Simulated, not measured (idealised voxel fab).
voxel gate over fins: a process module
Square cell edge 5 nm, section width 270 nm, ID cut.
Heads up, the way a cross-section reads in here is a grid of square cells, handed over as bands from the top down, with every band being one or more rows of cells.
Look at the band entry: it leads with the top's height and the bottom's height in nm. Then it lists the materials left to right, with a width in nm for each. The word "all across" on a single material says that material fills the band edge to edge. The word "empty" is empty space.
The reference from which all heights are counted is 0, the level beneath which the as-received wafer is entirely one material; the lowest band, having no lower bound, proceeds downward and is written after the example "0 and below".
Width: "30..40" (first number = top row, second number = bottom row, same change from row to row of cells).
"no modification" after a step means that no cell of the cross-section changed.
The entry titled "Trapped void list" provides the empty spaces that have no open way to the top, restricted to those of 8 cells or more. Each is presented as width x height at distance, the distance being measured from the left edge, with all three in nm.
On each step's line, the part that comes after the settings is the simulator's own comment on the step.
When a step includes a mask, the "overlay nm" setting on its line states how far to the right of its planned place that mask lay, and negative values state how far to the left.
[Process steps foreseen in the plan]
| 1 | RECEIVE,material Si |
| 2 | CONFORMAL_DEP,material SiN,thk nm 10 |
| 3 | MASKED_ETCH,tone cover,mask id FINS,width nm 15,pitch nm 45,etch materials SiN,depth nm 10,overlay nm 0 |
| 4 | MASKED_ETCH,tone cover,mask id FINS,width nm 15,pitch nm 45,etch materials Si,depth nm 35,overlay nm 0 |
| 5 | FILL_DEP,material SiO2,thk nm 15 |
| 6 | CMP,height nm 10 |
| 7 | SELECTIVE_ETCH,etch materials SiO2,depth nm 20 |
| 8 | STRIP,etch materials SiN |
| 9 | CONFORMAL_DEP,material HfO2,thk nm 5 |
| 10 | CONFORMAL_DEP,material TiN,thk nm 5 |
| 11 | FILL_DEP,material W,thk nm 10 |
| 12 | CMP,height nm 15 |
| 13 | CONFORMAL_DEP,material SiCN,thk nm 5 |
[Cross-section of the wafer as it came to us, i.e., already through step 1]
* 0 and below  Si all across
* Trapped void list: none
[Sectioned view, first of two wafers, at the close of the module, processed as intended in the plan]
* 20 down to 15  SiCN all across
* 15 down to 10  W all across
* 10 down to 5  50 W  35 TiN  10 W  35 TiN  10 W  35 TiN  10 W  35 TiN  50 W
* 5 down to 0  50 W  5 TiN  25 HfO2  5 TiN  10 W  5 TiN  25 HfO2  5 TiN  10 W  5 TiN  25 HfO2  5 TiN  10 W  5 TiN  25 HfO2  5 TiN  50 W
* 0 down to -5  55 TiN  5 HfO2  15 Si  5 HfO2  20 TiN  5 HfO2  15 Si  5 HfO2  20 TiN  5 HfO2  15 Si  5 HfO2  20 TiN  5 HfO2  15 Si  5 HfO2  55 TiN
* -5 down to -10  60 HfO2  15 Si  30 HfO2  15 Si  30 HfO2  15 Si  30 HfO2  15 Si  60 HfO2
* -10 down to -35  60 SiO2  15 Si  30 SiO2  15 Si  30 SiO2  15 Si  30 SiO2  15 Si  60 SiO2
* -35 and below  Si all across
* Trapped void list: none
[End of module, second wafer, cross-section. Started like the first, planned like the first, run with one mistake]
* 20 down to 15  SiCN all across
* 15 down to 10  W all across
* 10 down to 5  50 W  35 HfO2  10 W  35 HfO2  10 W  35 HfO2  10 W  35 HfO2  50 W
* 5 down to 0  50 W  5 HfO2  25 TiN  5 HfO2  10 W  5 HfO2  25 TiN  5 HfO2  10 W  5 HfO2  25 TiN  5 HfO2  10 W  5 HfO2  25 TiN  5 HfO2  50 W
* 0 down to -5  55 HfO2  5 TiN  15 Si  5 TiN  20 HfO2  5 TiN  15 Si  5 TiN  20 HfO2  5 TiN  15 Si  5 TiN  20 HfO2  5 TiN  15 Si  5 TiN  55 HfO2
* -5 down to -10  60 TiN  15 Si  30 TiN  15 Si  30 TiN  15 Si  30 TiN  15 Si  60 TiN
* -10 down to -35  60 SiO2  15 Si  30 SiO2  15 Si  30 SiO2  15 Si  30 SiO2  15 Si  60 SiO2
* -35 and below  Si all across
* Trapped void list: none
Deviation from plan: steps 9 and 10 run out of order (swapped)
Upon completion, the cell count for each material on the second wafer equals that on the first, whereas the spatial distribution of those cells differs.
